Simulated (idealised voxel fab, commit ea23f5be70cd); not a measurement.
The name of this process module is voxel spacer lines.
We display cut, a cross-section 270 nm in width whose square cells are each 5 nm.
We lay out every cross-section as a grid of square cells and spell it out in bands from the top down, where one band means one or more rows of cells.
Band entry format. Leading values: height of top, height of bottom, nm. Remainder: materials in left-to-right order, each with its width in nm. Special words: "all across" on a single material, which then fills the band edge to edge; "air", empty space.
Height is counted from the level 0, under which the received wafer is composed throughout of one material. The lowest of the bands is not closed at the bottom but continues downward, in the notation "0..down".
When a width is written as two numbers, as in "30 to 40", the first number is the width in the top row of cells of the band and the second is the width in its bottom row, and the width changes by the same amount from each row to the next.
The cross-section has no changed cell in any step marked "same as before".
The entry "Sealed internal cavities" lists the empty spaces that cover at least 8 cells and have no open path to the top. Each is written as width x height at distance, where the distance is measured from the left edge and all three values are in nm.
It should be noted that, on the line of a given step, the content following the step's settings is a remark produced by the simulator itself with respect to that step.
overlay nm: where the mask lay relative to plan, measured to the right, on steps with a mask; negatives go left.

-- Process steps foreseen in the plan
| 1 | RECEIVE | material Si |
| 2 | CONFORMAL_DEP | material SiO2 | thk nm 10 |
| 3 | DIRECTIONAL_DEP | material W | thk nm 20 |
| 4 | DIRECTIONAL_DEP | material polySi | thk nm 25 |
| 5 | PATTERN | tone cover | mask id MANDREL | material resist | width nm 15 | pitch nm 60 | thk nm 35 | overlay nm 0 |
| 6 | DIRECTIONAL_ETCH | etch materials polySi | depth nm 25 |
| 7 | STRIP | etch materials resist |
| 8 | CONFORMAL_DEP | material SiN | thk nm 15 |
| 9 | DIRECTIONAL_ETCH | etch materials SiN | depth nm 15 |
| 10 | STRIP | etch materials polySi |
| 11 | DIRECTIONAL_ETCH | etch materials W | depth nm 20 |
| 12 | STRIP | etch materials SiN |
| 13 | FILL_DEP | material lowk | thk nm 5 |
| 14 | CMP | height nm 30 |
Don't read the plan's width nm for step 5 as applying to every wafer: that's the first wafer's value, and the wafers differ in it, though they all start identical.

-- first wafer as received, after step 1
	0..down | Si all across
	Sealed internal cavities: none

-- Module end state after final step 14: cross-section of the first of several wafers
	30..10 | 50 of lowk; 15 of W; 15 of lowk; 15 of W; 15 of lowk; 15 of W; 15 of lowk; 15 of W; 15 of lowk; 15 of W; 15 of lowk; 15 of W; 55 of lowk
	10..0 | SiO2 all across
	0..down | Si all across
	Sealed internal cavities: none

-- Cross-section at module completion, last wafer
	30..10 | 45 of lowk; 15 of W; 30 of lowk; 30 of W; 30 of lowk; 30 of W; 30 of lowk; 15 of W; 45 of lowk
	10..0 | SiO2 all across
	0..down | Si all across
	Sealed internal cavities: none

-- Note: the following table is arranged by wafer, a row apiece. Each row reports the end-of-module state: per material, cells gained (+) or cells lost (-) compared with the wafer as received; closed voids follow
width nm 15 | +108 SiO2 | +72 W | +144 lowk | Sealed internal cavities: none
width nm 20 | +108 SiO2 | +72 W | +144 lowk | Sealed internal cavities: none
width nm 25 | +108 SiO2 | +72 W | +144 lowk | Sealed internal cavities: none
width nm 30 | +108 SiO2 | +72 W | +144 lowk | Sealed internal cavities: none
